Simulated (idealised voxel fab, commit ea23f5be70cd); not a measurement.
Proc. module: voxel ribs on slabs
Pictured: cross-section cut, 250 nm wide, on a grid of 5 nm square cells.
In this document a cross-section is written as a grid of square cells. It is given as a series of bands, listed from the top down, and a band is one or more rows of cells.
Band entry format. Leading values: height of top, height of bottom, nm. Remainder: materials in left-to-right order, each with its width in nm. Special words: "full width" on a single material, which then fills the band edge to edge; "empty", empty space.
Zero point of the height axis is 0; under it, received wafer = one material. Lowest band: continues down indefinitely, "0..down".
Width: "30 to 40" (first number = top row, second number = bottom row, same change from row to row of cells).
Step marked "nothing altered"? Then no cell in the cross-section changed in it.
"Enclosed void catalog" - sealed voids, min. 8 cells, no opening to top; format: width x height at distance (distance from left edge; nm throughout).
On each step's line, the part that comes after the settings is the simulator's own comment on the step.
"overlay nm", when on a step's line for a step with a mask, measures how far to the right of its planned place the mask lay; a negative measure means to the left.

## Here's what the planned process steps look like
1,RECEIVE | material Si
2,DIRECTIONAL_DEP | material SiO2 | thk nm 20
3,DIRECTIONAL_DEP | material polySi | thk nm 20
4,MASKED_ETCH | tone cover | mask id RIB | width nm 20 | etch materials polySi | depth nm 5 | overlay nm 0
5,DIRECTIONAL_DEP | material aC | thk nm 10
6,PATTERN | tone cover | mask id SLAB | material resist | width nm 80 | thk nm 30 | overlay nm 0
7,DIRECTIONAL_ETCH | etch materials aC | depth nm 10
8,STRIP | etch materials resist
9,DIRECTIONAL_ETCH | etch materials polySi | depth nm 15
10,STRIP | etch materials aC
11,FILL_DEP | material SiO2 | thk nm 30
12,CMP | height nm 60
13,DIRECTIONAL_DEP | material W | thk nm 5
14,MASKED_ETCH | tone cover | mask id HEATER | width nm 20 | etch materials W | depth nm 5 | overlay nm 0
15,CONFORMAL_DEP | material SiN | thk nm 10
The plan's step 14 width nm is the first wafer's value; the wafers differ in this setting and start identical.

## As received, i.e. after step 1: cross-section through the first of several wafers
0..down = Si full width
Enclosed void catalog: none

## Module end state after final step 15: cross-section of the first of several wafers
75..70 = empty: 105, then SiN: 40, then empty: 105
70..65 = SiN full width
65..60 = SiN: 115, then W: 20, then SiN: 115
60..40 = SiO2 full width
40..35 = SiO2: 115, then polySi: 20, then SiO2: 115
35..20 = SiO2: 85, then polySi: 80, then SiO2: 85
20..0 = SiO2 full width
0..down = Si full width
Enclosed void catalog: none

## Cross-section at module completion, last wafer
75..70 = empty: 95, then SiN: 65, then empty: 90
70..65 = SiN full width
65..60 = SiN: 105, then W: 45, then SiN: 100
60..40 = SiO2 full width
40..35 = SiO2: 115, then polySi: 20, then SiO2: 115
35..20 = SiO2: 85, then polySi: 80, then SiO2: 85
20..0 = SiO2 full width
0..down = Si full width
Enclosed void catalog: none

## Here is how to read the rows: every wafer has a row, and it shows the wafer at the end of the module, giving for each material how many cells were gained (+) or lost (-) since the wafer was received, then listing its closed voids
width nm 20 | +104 SiN | +548 SiO2 | +4 W | +52 polySi | Enclosed void catalog: none
width nm 25 | +104 SiN | +548 SiO2 | +5 W | +52 polySi | Enclosed void catalog: none
width nm 30 | +104 SiN | +548 SiO2 | +6 W | +52 polySi | Enclosed void catalog: none
width nm 35 | +104 SiN | +548 SiO2 | +7 W | +52 polySi | Enclosed void catalog: none
width nm 40 | +104 SiN | +548 SiO2 | +8 W | +52 polySi | Enclosed void catalog: none
width nm 45 | +104 SiN | +548 SiO2 | +9 W | +52 polySi | Enclosed void catalog: none
